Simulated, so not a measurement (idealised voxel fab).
Presented below is a process module, voxel transistor to metal.
Displayed cross-section: cut, width of 165 nm, square cells sized 5 nm.
This document writes a cross-section as a grid whose cells are square, and gives it as bands, listed from the top down; one or more rows of cells form a band.
Band entry format. Leading values: height of top, height of bottom, nm. Remainder: materials in left-to-right order, each with its width in nm. Special words: "edge to edge" on a single material, which then fills the band edge to edge; "empty", empty space.
Height is counted from the level 0, under which the received wafer is composed throughout of one material. The lowest of the bands is not closed at the bottom but continues downward, in the notation "0 and below".
Graded width ("30 to 40"): value in top row of band = first number; value in bottom row = second number; row-to-row change constant.
You'll sometimes find "nothing was modified" written for a step, and that's the way of saying that nowhere in the cross-section did a cell change during that step.
Any empty space of 8 cells or more lacking an open way to the top shows up in "Fully sealed cavities" as width x height at distance, distance from the left edge, in nm.
Heads up: the bit after the settings on a step's line is the simulator's remark on that step.
What "overlay nm" on a step's line means: if the step has a mask, that mask lay this far to the right of its planned place, or, when the value is negative, to the left.
This section lists the process steps that were planned
step 1: RECEIVE | material Si
step 2: OXIDIZE | depth nm 5
step 3: CONFORMAL_DEP | material SiN | thk nm 10
step 4: MASKED_ETCH | tone cover | mask id ACTIVE | width nm 105 | etch materials SiN | depth nm 10 | overlay nm 0
step 5: MASKED_ETCH | tone cover | mask id ACTIVE | width nm 105 | etch materials SiO2 | depth nm 5 | overlay nm 0
step 6: MASKED_ETCH | tone cover | mask id ACTIVE | width nm 105 | etch materials Si | depth nm 35 | overlay nm 0
step 7: FILL_DEP | material SiO2 | thk nm 10
step 8: CMP | height nm 10
step 9: SELECTIVE_ETCH | etch materials SiO2 | depth nm 5
step 10: STRIP | etch materials SiN
step 11: SELECTIVE_ETCH | etch materials SiO2 | depth nm 5
step 12: OXIDIZE | depth nm 5
step 13: DIRECTIONAL_DEP | material polySi | thk nm 20
step 14: DIRECTIONAL_DEP | material SiCN | thk nm 5
step 15: PATTERN | tone cover | mask id GATE | material resist | width nm 25 | thk nm 20 | overlay nm 0
step 16: DIRECTIONAL_ETCH | etch materials SiCN | depth nm 20
step 17: DIRECTIONAL_ETCH | etch materials polySi | depth nm 30
step 18: STRIP | etch materials resist
step 19: CONFORMAL_DEP | material SiN | thk nm 10
step 20: DIRECTIONAL_ETCH | etch materials SiN | depth nm 10
step 21: DIRECTIONAL_ETCH | etch materials SiO2 | depth nm 5
step 22: DIRECTIONAL_ETCH | etch materials Si | depth nm 5
step 23: EPI | material nSi | thk nm 10
step 24: FILL_DEP | material SiO2 | thk nm 5
step 25: CMP | height nm 25
step 26: DIRECTIONAL_DEP | material SiO2 | thk nm 15
step 27: MASKED_ETCH | tone open | mask id CONTACT | width nm 30 | pitch nm 65 | etch materials SiO2 | depth nm 45 | overlay nm 0
step 28: CONFORMAL_DEP | material TiN | thk nm 5
step 29: FILL_DEP | material Ru | thk nm 5
step 30: CMP | height nm 40
step 31: DIRECTIONAL_DEP | material TiN | thk nm 5
step 32: DIRECTIONAL_DEP | material W | thk nm 15
step 33: DIRECTIONAL_DEP | material aC | thk nm 15
step 34: PATTERN | tone cover | mask id METAL_1 | material resist | width nm 20 | pitch nm 75 | thk nm 30 | overlay nm 0
step 35: DIRECTIONAL_ETCH | etch materials aC | depth nm 15
step 36: STRIP | etch materials resist
step 37: DIRECTIONAL_ETCH | etch materials W | depth nm 15
step 38: DIRECTIONAL_ETCH | etch materials TiN | depth nm 5
step 39: STRIP | etch materials aC
step 40: FILL_DEP | material lowk | thk nm 5
step 41: CMP | height nm 60
step 42: CONFORMAL_DEP | material SiCN | thk nm 5
step 43: DIRECTIONAL_DEP | material SiO2 | thk nm 30
step 44: MASKED_ETCH | tone open | mask id METAL_2 | width nm 20 | pitch nm 75 | etch materials SiO2 | depth nm 15 | overlay nm 0
step 45: MASKED_ETCH | tone open | mask id METAL_2_HOLES | width nm 15 | pitch nm 75 | etch materials SiO2 | depth nm 15 | overlay nm 0
step 46: MASKED_ETCH | tone open | mask id METAL_2_HOLES | width nm 15 | pitch nm 75 | etch materials SiCN | depth nm 5 | overlay nm 0
step 47: CONFORMAL_DEP | material TiN | thk nm 5
step 48: FILL_DEP | material Cu | thk nm 5
step 49: CMP | height nm 95
step 50: CONFORMAL_DEP | material SiN | thk nm 5
Keep in mind the plan's value for the thk nm of step 14 comes from the first wafer; the wafers don't share that setting, but they do share the same starting point.
First wafer as received, after step 1
  0 and below | Si edge to edge
  Fully sealed cavities: none
Module end state after final step 50: cross-section of the first of several wafers
  100 down to 95 | SiN edge to edge
  95 down to 85 | 35 SiO2, then 5 TiN, then 10 Cu, then 5 TiN, then 55 SiO2, then 5 TiN, then 10 Cu, then 5 TiN, then 35 SiO2
  85 down to 80 | 35 SiO2, then 5 TiN, then 5 Cu, then 10 TiN, then 55 SiO2, then 5 TiN, then 5 Cu, then 10 TiN, then 35 SiO2
  80 down to 65 | 35 SiO2, then 5 TiN, then 5 Cu, then 5 TiN, then 60 SiO2, then 5 TiN, then 5 Cu, then 5 TiN, then 40 SiO2
  65 down to 60 | 35 SiCN, then 15 TiN, then 60 SiCN, then 15 TiN, then 40 SiCN
  60 down to 45 | 35 lowk, then 20 W, then 55 lowk, then 20 W, then 35 lowk
  45 down to 40 | 35 lowk, then 20 TiN, then 55 lowk, then 20 TiN, then 35 lowk
  40 down to 25 | 35 SiO2, then 5 TiN, then 20 Ru, then 5 TiN, then 35 SiO2, then 5 TiN, then 20 Ru, then 5 TiN, then 35 SiO2
  25 down to 20 | 35 SiO2, then 5 TiN, then 15 Ru, then 10 TiN, then 35 SiO2, then 10 TiN, then 15 Ru, then 5 TiN, then 35 SiO2
  20 down to 15 | 35 SiO2, then 5 TiN, then 15 Ru, then 5 TiN, then 10 SiN, then 25 SiCN, then 10 SiN, then 5 TiN, then 15 Ru, then 5 TiN, then 35 SiO2
  15 down to 5 | 35 SiO2, then 5 TiN, then 15 Ru, then 5 TiN, then 10 SiN, then 25 polySi, then 10 SiN, then 5 TiN, then 15 Ru, then 5 TiN, then 35 SiO2
  5 down to 0 | 35 SiO2, then 25 TiN, then 10 SiN, then 25 polySi, then 10 SiN, then 25 TiN, then 35 SiO2
  0 down to -5 | 25 SiO2, then 10 SiN, then 10 nSi, then 5 TiN, then 10 nSi, then 10 SiN, then 25 polySi, then 10 SiN, then 10 nSi, then 5 TiN, then 10 nSi, then 10 SiN, then 25 SiO2
  -5 down to -10 | 35 SiO2, then 25 nSi, then 45 SiO2, then 25 nSi, then 35 SiO2
  -10 down to -15 | 30 SiO2, then 5 Si, then 25 nSi, then 45 Si, then 25 nSi, then 5 Si, then 30 SiO2
  -15 down to -40 | 30 SiO2, then 105 Si, then 30 SiO2
  -40 and below | Si edge to edge
  Fully sealed cavities: none
X-section, last wafer, module end
  100 down to 95 | SiN edge to edge
  95 down to 85 | 35 SiO2, then 5 TiN, then 10 Cu, then 5 TiN, then 55 SiO2, then 5 TiN, then 10 Cu, then 5 TiN, then 35 SiO2
  85 down to 80 | 35 SiO2, then 5 TiN, then 5 Cu, then 10 TiN, then 55 SiO2, then 5 TiN, then 5 Cu, then 10 TiN, then 35 SiO2
  80 down to 65 | 35 SiO2, then 5 TiN, then 5 Cu, then 5 TiN, then 60 SiO2, then 5 TiN, then 5 Cu, then 5 TiN, then 40 SiO2
  65 down to 60 | 35 SiCN, then 15 TiN, then 60 SiCN, then 15 TiN, then 40 SiCN
  60 down to 45 | 35 lowk, then 20 W, then 55 lowk, then 20 W, then 35 lowk
  45 down to 40 | 35 lowk, then 20 TiN, then 55 lowk, then 20 TiN, then 35 lowk
  40 down to 30 | 35 SiO2, then 5 TiN, then 20 Ru, then 5 TiN, then 35 SiO2, then 5 TiN, then 20 Ru, then 5 TiN, then 35 SiO2
  30 down to 25 | 35 SiO2, then 5 TiN, then 15 Ru, then 10 TiN, then 35 SiO2, then 10 TiN, then 15 Ru, then 5 TiN, then 35 SiO2
  25 down to 20 | 25 SiCN, then 10 SiN, then 25 TiN, then 10 SiN, then 25 SiCN, then 10 SiN, then 25 TiN, then 10 SiN, then 25 SiCN
  20 down to 15 | 25 polySi, then 115 SiCN, then 25 polySi
  15 down to 0 | polySi edge to edge
  0 down to -5 | 25 SiO2, then 115 polySi, then 25 SiO2
  -5 down to -10 | SiO2 edge to edge
  -10 down to -40 | 30 SiO2, then 105 Si, then 30 SiO2
  -40 and below | Si edge to edge
  Fully sealed cavities: none
Each row below is a wafer at the end of the module, listing for every material the number of cells it has gained (+) or lost (-) since it was received, followed by its closed voids
thk nm 5, +16 Cu, +48 Ru, -148 Si, +32 SiCN, +57 SiN, +401 SiO2, +82 TiN, +24 W, +100 lowk, +28 nSi, +20 polySi, Fully sealed cavities: none
thk nm 10, +16 Cu, +46 Ru, -148 Si, +37 SiCN, +61 SiN, +394 SiO2, +82 TiN, +24 W, +100 lowk, +28 nSi, +20 polySi, Fully sealed cavities: none
thk nm 15, +16 Cu, +46 Ru, -148 Si, +37 SiCN, +61 SiN, +394 SiO2, +82 TiN, +24 W, +100 lowk, +28 nSi, +20 polySi, Fully sealed cavities: none
thk nm 20, +16 Cu, +46 Ru, -148 Si, +37 SiCN, +61 SiN, +394 SiO2, +82 TiN, +24 W, +100 lowk, +28 nSi, +20 polySi, Fully sealed cavities: none
thk nm 25, +16 Cu, +22 Ru, -138 Si, +65 SiCN, +41 SiN, +334 SiO2, +64 TiN, +24 W, +100 lowk, +132 polySi, Fully sealed cavities: none
